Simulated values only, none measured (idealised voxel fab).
Name of the process module below: voxel trench capacitor
Cross-sectional view cut (width: 225 nm; square cell size: 5 nm).
We lay out every cross-section as a grid of square cells and spell it out in bands from the top down, where one band means one or more rows of cells. Heads up on the band format: heights come first, top then bottom, in nm. After that it's the materials left to right, each with its width in nm. A single material flagged "everywhere" fills the whole band edge to edge, and "empty" means there's empty space there. Heights are reckoned from 0. Under this level, the received wafer is all of one material. The bottommost band is open-ended downward, for example "z 0 and below". A width such as "30 to 40" changes by the same amount from each row of cells to the next, from the band's top row to its bottom row. Given "no modification" for a step, no cell of the cross-section differs between before and after that step. The label "Completely sealed voids" introduces a list of the empty spaces, 8 cells or larger, that have no open way up to the top; each entry in it reads width x height at distance, where the distance is taken from the left edge and all three are stated in nm. If you see something after the settings on a step's line, that's the simulator's own remark about that step. The line of a step may include "overlay nm". On a step with a mask, this value is how far to the right of its planned place the mask lay. A negative value means the mask lay to the left.

# Listed below are the process steps as planned
1) RECEIVE, material Si
2) CONFORMAL_DEP, material SiN, thk nm 10
3) DIRECTIONAL_DEP, material aC, thk nm 15
4) PATTERN, tone open, mask id TRENCH, material resist, width nm 25, pitch nm 50, thk nm 30, overlay nm 0
5) DIRECTIONAL_ETCH, etch materials aC, depth nm 15
6) STRIP, etch materials resist
7) DIRECTIONAL_ETCH, etch materials SiN, depth nm 10
8) DIRECTIONAL_ETCH, etch materials Si, depth nm 25
9) STRIP, etch materials aC
10) CONFORMAL_DEP, material HfO2, thk nm 5
11) CONFORMAL_DEP, material TiN, thk nm 5
12) FILL_DEP, material W, thk nm 5
13) CMP, height nm 10

# Wafer, first of two, run as planned

# Wafer cross-section on receipt, i.e. after step 1
    z 0 and below  Si everywhere
    Completely sealed voids: none

# So this is the wafer cross-section right after step 2
    z 10 to 0  SiN everywhere
    No changes below 0.

# So this is the wafer cross-section right after step 3
    z 25 to 10  aC everywhere
    No changes below 10.

# So this is the wafer cross-section right after step 4
    z 55 to 25  resist 25 nm, empty 25 nm, resist 25 nm, empty 25 nm, resist 25 nm, empty 25 nm, resist 25 nm, empty 25 nm, resist 25 nm
    No changes below 25.

# So this is the wafer cross-section right after step 5
    z 40 to 25  resist 25 nm, empty 25 nm, resist 25 nm, empty 25 nm, resist 25 nm, empty 25 nm, resist 25 nm, empty 25 nm, resist 25 nm
    z 25 to 10  aC 25 nm, empty 25 nm, aC 25 nm, empty 25 nm, aC 25 nm, empty 25 nm, aC 25 nm, empty 25 nm, aC 25 nm
    No changes below 10.

# So this is the wafer cross-section right after step 6
    z 25 to 10  aC 25 nm, empty 25 nm, aC 25 nm, empty 25 nm, aC 25 nm, empty 25 nm, aC 25 nm, empty 25 nm, aC 25 nm
    No changes below 10.

# So this is the wafer cross-section right after step 7
    z 25 to 10  aC 25 nm, empty 25 nm, aC 25 nm, empty 25 nm, aC 25 nm, empty 25 nm, aC 25 nm, empty 25 nm, aC 25 nm
    z 10 to 0  SiN 25 nm, empty 25 nm, SiN 25 nm, empty 25 nm, SiN 25 nm, empty 25 nm, SiN 25 nm, empty 25 nm, SiN 25 nm
    No changes below 0.

# So this is the wafer cross-section right after step 8
    z 25 to 10  aC 25 nm, empty 25 nm, aC 25 nm, empty 25 nm, aC 25 nm, empty 25 nm, aC 25 nm, empty 25 nm, aC 25 nm
    z 10 to 0  SiN 25 nm, empty 25 nm, SiN 25 nm, empty 25 nm, SiN 25 nm, empty 25 nm, SiN 25 nm, empty 25 nm, SiN 25 nm
    z 0 to -25  Si 25 nm, empty 25 nm, Si 25 nm, empty 25 nm, Si 25 nm, empty 25 nm, Si 25 nm, empty 25 nm, Si 25 nm
    No changes below -25.

# So this is the wafer cross-section right after step 9
    z 10 to 0  SiN 25 nm, empty 25 nm, SiN 25 nm, empty 25 nm, SiN 25 nm, empty 25 nm, SiN 25 nm, empty 25 nm, SiN 25 nm
    No changes below 0.

# So this is the wafer cross-section right after step 10
    z 15 to 10  HfO2 30 nm, empty 15 nm, HfO2 35 nm, empty 15 nm, HfO2 35 nm, empty 15 nm, HfO2 35 nm, empty 15 nm, HfO2 30 nm
    z 10 to 0  SiN 25 nm, HfO2 5 nm, empty 15 nm, HfO2 5 nm, SiN 25 nm, HfO2 5 nm, empty 15 nm, HfO2 5 nm, SiN 25 nm, HfO2 5 nm, empty 15 nm, HfO2 5 nm, SiN 25 nm, HfO2 5 nm, empty 15 nm, HfO2 5 nm, SiN 25 nm
    z 0 to -20  Si 25 nm, HfO2 5 nm, empty 15 nm, HfO2 5 nm, Si 25 nm, HfO2 5 nm, empty 15 nm, HfO2 5 nm, Si 25 nm, HfO2 5 nm, empty 15 nm, HfO2 5 nm, Si 25 nm, HfO2 5 nm, empty 15 nm, HfO2 5 nm, Si 25 nm
    z -20 to -25  Si 25 nm, HfO2 25 nm, Si 25 nm, HfO2 25 nm, Si 25 nm, HfO2 25 nm, Si 25 nm, HfO2 25 nm, Si 25 nm
    No changes below -25.

# So this is the wafer cross-section right after step 11
    z 20 to 15  TiN 35 nm, empty 5 nm, TiN 45 nm, empty 5 nm, TiN 45 nm, empty 5 nm, TiN 45 nm, empty 5 nm, TiN 35 nm
    z 15 to 10  HfO2 30 nm, TiN 5 nm, empty 5 nm, TiN 5 nm, HfO2 35 nm, TiN 5 nm, empty 5 nm, TiN 5 nm, HfO2 35 nm, TiN 5 nm, empty 5 nm, TiN 5 nm, HfO2 35 nm, TiN 5 nm, empty 5 nm, TiN 5 nm, HfO2 30 nm
    z 10 to 0  SiN 25 nm, HfO2 5 nm, TiN 5 nm, empty 5 nm, TiN 5 nm, HfO2 5 nm, SiN 25 nm, HfO2 5 nm, TiN 5 nm, empty 5 nm, TiN 5 nm, HfO2 5 nm, SiN 25 nm, HfO2 5 nm, TiN 5 nm, empty 5 nm, TiN 5 nm, HfO2 5 nm, SiN 25 nm, HfO2 5 nm, TiN 5 nm, empty 5 nm, TiN 5 nm, HfO2 5 nm, SiN 25 nm
    z 0 to -15  Si 25 nm, HfO2 5 nm, TiN 5 nm, empty 5 nm, TiN 5 nm, HfO2 5 nm, Si 25 nm, HfO2 5 nm, TiN 5 nm, empty 5 nm, TiN 5 nm, HfO2 5 nm, Si 25 nm, HfO2 5 nm, TiN 5 nm, empty 5 nm, TiN 5 nm, HfO2 5 nm, Si 25 nm, HfO2 5 nm, TiN 5 nm, empty 5 nm, TiN 5 nm, HfO2 5 nm, Si 25 nm
    z -15 to -20  Si 25 nm, HfO2 5 nm, TiN 15 nm, HfO2 5 nm, Si 25 nm, HfO2 5 nm, TiN 15 nm, HfO2 5 nm, Si 25 nm, HfO2 5 nm, TiN 15 nm, HfO2 5 nm, Si 25 nm, HfO2 5 nm, TiN 15 nm, HfO2 5 nm, Si 25 nm
    No changes below -20.

# So this is the wafer cross-section right after step 12
    z 25 to 20  W everywhere
    z 20 to 15  TiN 35 nm, W 5 nm, TiN 45 nm, W 5 nm, TiN 45 nm, W 5 nm, TiN 45 nm, W 5 nm, TiN 35 nm
    z 15 to 10  HfO2 30 nm, TiN 5 nm, W 5 nm, TiN 5 nm, HfO2 35 nm, TiN 5 nm, W 5 nm, TiN 5 nm, HfO2 35 nm, TiN 5 nm, W 5 nm, TiN 5 nm, HfO2 35 nm, TiN 5 nm, W 5 nm, TiN 5 nm, HfO2 30 nm
    z 10 to 0  SiN 25 nm, HfO2 5 nm, TiN 5 nm, W 5 nm, TiN 5 nm, HfO2 5 nm, SiN 25 nm, HfO2 5 nm, TiN 5 nm, W 5 nm, TiN 5 nm, HfO2 5 nm, SiN 25 nm, HfO2 5 nm, TiN 5 nm, W 5 nm, TiN 5 nm, HfO2 5 nm, SiN 25 nm, HfO2 5 nm, TiN 5 nm, W 5 nm, TiN 5 nm, HfO2 5 nm, SiN 25 nm
    z 0 to -15  Si 25 nm, HfO2 5 nm, TiN 5 nm, W 5 nm, TiN 5 nm, HfO2 5 nm, Si 25 nm, HfO2 5 nm, TiN 5 nm, W 5 nm, TiN 5 nm, HfO2 5 nm, Si 25 nm, HfO2 5 nm, TiN 5 nm, W 5 nm, TiN 5 nm, HfO2 5 nm, Si 25 nm, HfO2 5 nm, TiN 5 nm, W 5 nm, TiN 5 nm, HfO2 5 nm, Si 25 nm
    No changes below -15.

# So this is the wafer cross-section right after step 13
    z 10 to 0  SiN 25 nm, HfO2 5 nm, TiN 5 nm, W 5 nm, TiN 5 nm, HfO2 5 nm, SiN 25 nm, HfO2 5 nm, TiN 5 nm, W 5 nm, TiN 5 nm, HfO2 5 nm, SiN 25 nm, HfO2 5 nm, TiN 5 nm, W 5 nm, TiN 5 nm, HfO2 5 nm, SiN 25 nm, HfO2 5 nm, TiN 5 nm, W 5 nm, TiN 5 nm, HfO2 5 nm, SiN 25 nm
    No changes below 0.

# Second wafer, same starting conditions and recipe as the first, one mistake in executing it, nothing differs from the first up to and including step 3

# The second wafer in cross-section, at the planned close of step 4
    z 55 to 25  empty 25 nm, resist 25 nm, empty 25 nm, resist 25 nm, empty 25 nm, resist 25 nm, empty 25 nm, resist 25 nm, empty 25 nm
    No changes below 25.

# The second wafer in cross-section, at the planned close of step 5
    z 40 to 25  empty 25 nm, resist 25 nm, empty 25 nm, resist 25 nm, empty 25 nm, resist 25 nm, empty 25 nm, resist 25 nm, empty 25 nm
    z 25 to 10  empty 25 nm, aC 25 nm, empty 25 nm, aC 25 nm, empty 25 nm, aC 25 nm, empty 25 nm, aC 25 nm, empty 25 nm
    No changes below 10.

# The second wafer in cross-section, at the planned close of step 6
    z 25 to 10  empty 25 nm, aC 25 nm, empty 25 nm, aC 25 nm, empty 25 nm, aC 25 nm, empty 25 nm, aC 25 nm, empty 25 nm
    No changes below 10.

# The second wafer in cross-section, at the planned close of step 7
    z 25 to 10  empty 25 nm, aC 25 nm, empty 25 nm, aC 25 nm, empty 25 nm, aC 25 nm, empty 25 nm, aC 25 nm, empty 25 nm
    z 10 to 0  empty 25 nm, SiN 25 nm, empty 25 nm, SiN 25 nm, empty 25 nm, SiN 25 nm, empty 25 nm, SiN 25 nm, empty 25 nm
    No changes below 0.

# The second wafer in cross-section, at the planned close of step 8
    z 25 to 10  empty 25 nm, aC 25 nm, empty 25 nm, aC 25 nm, empty 25 nm, aC 25 nm, empty 25 nm, aC 25 nm, empty 25 nm
    z 10 to 0  empty 25 nm, SiN 25 nm, empty 25 nm, SiN 25 nm, empty 25 nm, SiN 25 nm, empty 25 nm, SiN 25 nm, empty 25 nm
    z 0 to -25  empty 25 nm, Si 25 nm, empty 25 nm, Si 25 nm, empty 25 nm, Si 25 nm, empty 25 nm, Si 25 nm, empty 25 nm
    No changes below -25.

# The second wafer in cross-section, at the planned close of step 9
    z 10 to 0  empty 25 nm, SiN 25 nm, empty 25 nm, SiN 25 nm, empty 25 nm, SiN 25 nm, empty 25 nm, SiN 25 nm, empty 25 nm
    No changes below 0.

# The second wafer in cross-section, at the planned close of step 10
    z 15 to 10  empty 20 nm, HfO2 35 nm, empty 15 nm, HfO2 35 nm, empty 15 nm, HfO2 35 nm, empty 15 nm, HfO2 35 nm, empty 20 nm
    z 10 to 0  empty 20 nm, HfO2 5 nm, SiN 25 nm, HfO2 5 nm, empty 15 nm, HfO2 5 nm, SiN 25 nm, HfO2 5 nm, empty 15 nm, HfO2 5 nm, SiN 25 nm, HfO2 5 nm, empty 15 nm, HfO2 5 nm, SiN 25 nm, HfO2 5 nm, empty 20 nm
    z 0 to -20  empty 20 nm, HfO2 5 nm, Si 25 nm, HfO2 5 nm, empty 15 nm, HfO2 5 nm, Si 25 nm, HfO2 5 nm, empty 15 nm, HfO2 5 nm, Si 25 nm, HfO2 5 nm, empty 15 nm, HfO2 5 nm, Si 25 nm, HfO2 5 nm, empty 20 nm
    z -20 to -25  HfO2 25 nm, Si 25 nm, HfO2 25 nm, Si 25 nm, HfO2 25 nm, Si 25 nm, HfO2 25 nm, Si 25 nm, HfO2 25 nm
    No changes below -25.

# The second wafer in cross-section, at the planned close of step 11
    z 20 to 15  empty 15 nm, TiN 45 nm, empty 5 nm, TiN 45 nm, empty 5 nm, TiN 45 nm, empty 5 nm, TiN 45 nm, empty 15 nm
    z 15 to 10  empty 15 nm, TiN 5 nm, HfO2 35 nm, TiN 5 nm, empty 5 nm, TiN 5 nm, HfO2 35 nm, TiN 5 nm, empty 5 nm, TiN 5 nm, HfO2 35 nm, TiN 5 nm, empty 5 nm, TiN 5 nm, HfO2 35 nm, TiN 5 nm, empty 15 nm
    z 10 to 0  empty 15 nm, TiN 5 nm, HfO2 5 nm, SiN 25 nm, HfO2 5 nm, TiN 5 nm, empty 5 nm, TiN 5 nm, HfO2 5 nm, SiN 25 nm, HfO2 5 nm, TiN 5 nm, empty 5 nm, TiN 5 nm, HfO2 5 nm, SiN 25 nm, HfO2 5 nm, TiN 5 nm, empty 5 nm, TiN 5 nm, HfO2 5 nm, SiN 25 nm, HfO2 5 nm, TiN 5 nm, empty 15 nm
    z 0 to -15  empty 15 nm, TiN 5 nm, HfO2 5 nm, Si 25 nm, HfO2 5 nm, TiN 5 nm, empty 5 nm, TiN 5 nm, HfO2 5 nm, Si 25 nm, HfO2 5 nm, TiN 5 nm, empty 5 nm, TiN 5 nm, HfO2 5 nm, Si 25 nm, HfO2 5 nm, TiN 5 nm, empty 5 nm, TiN 5 nm, HfO2 5 nm, Si 25 nm, HfO2 5 nm, TiN 5 nm, empty 15 nm
    z -15 to -20  TiN 20 nm, HfO2 5 nm, Si 25 nm, HfO2 5 nm, TiN 15 nm, HfO2 5 nm, Si 25 nm, HfO2 5 nm, TiN 15 nm, HfO2 5 nm, Si 25 nm, HfO2 5 nm, TiN 15 nm, HfO2 5 nm, Si 25 nm, HfO2 5 nm, TiN 20 nm
    No changes below -20.

# The second wafer in cross-section, at the planned close of step 12
    z 25 to 20  W everywhere
    z 20 to 15  W 15 nm, TiN 45 nm, W 5 nm, TiN 45 nm, W 5 nm, TiN 45 nm, W 5 nm, TiN 45 nm, W 15 nm
    z 15 to 10  W 15 nm, TiN 5 nm, HfO2 35 nm, TiN 5 nm, W 5 nm, TiN 5 nm, HfO2 35 nm, TiN 5 nm, W 5 nm, TiN 5 nm, HfO2 35 nm, TiN 5 nm, W 5 nm, TiN 5 nm, HfO2 35 nm, TiN 5 nm, W 15 nm
    z 10 to 0  W 15 nm, TiN 5 nm, HfO2 5 nm, SiN 25 nm, HfO2 5 nm, TiN 5 nm, W 5 nm, TiN 5 nm, HfO2 5 nm, SiN 25 nm, HfO2 5 nm, TiN 5 nm, W 5 nm, TiN 5 nm, HfO2 5 nm, SiN 25 nm, HfO2 5 nm, TiN 5 nm, W 5 nm, TiN 5 nm, HfO2 5 nm, SiN 25 nm, HfO2 5 nm, TiN 5 nm, W 15 nm
    z 0 to -15  W 15 nm, TiN 5 nm, HfO2 5 nm, Si 25 nm, HfO2 5 nm, TiN 5 nm, W 5 nm, TiN 5 nm, HfO2 5 nm, Si 25 nm, HfO2 5 nm, TiN 5 nm, W 5 nm, TiN 5 nm, HfO2 5 nm, Si 25 nm, HfO2 5 nm, TiN 5 nm, W 5 nm, TiN 5 nm, HfO2 5 nm, Si 25 nm, HfO2 5 nm, TiN 5 nm, W 15 nm
    No changes below -15.

# The second wafer in cross-section, at the planned close of step 13
    z 10 to 0  W 15 nm, TiN 5 nm, HfO2 5 nm, SiN 25 nm, HfO2 5 nm, TiN 5 nm, W 5 nm, TiN 5 nm, HfO2 5 nm, SiN 25 nm, HfO2 5 nm, TiN 5 nm, W 5 nm, TiN 5 nm, HfO2 5 nm, SiN 25 nm, HfO2 5 nm, TiN 5 nm, W 5 nm, TiN 5 nm, HfO2 5 nm, SiN 25 nm, HfO2 5 nm, TiN 5 nm, W 15 nm
    No changes below 0.
So what did we get wrong on this run? rather than as planned, step 4 actually ran as PATTERN, tone cover, mask id TRENCH, material resist, width nm 25, pitch nm 50, thk nm 30, overlay nm 0
Cell-count delta at end, second wafer over first, by material: +5 HfO2; -25 Si; -10 SiN; +5 TiN; +25 W
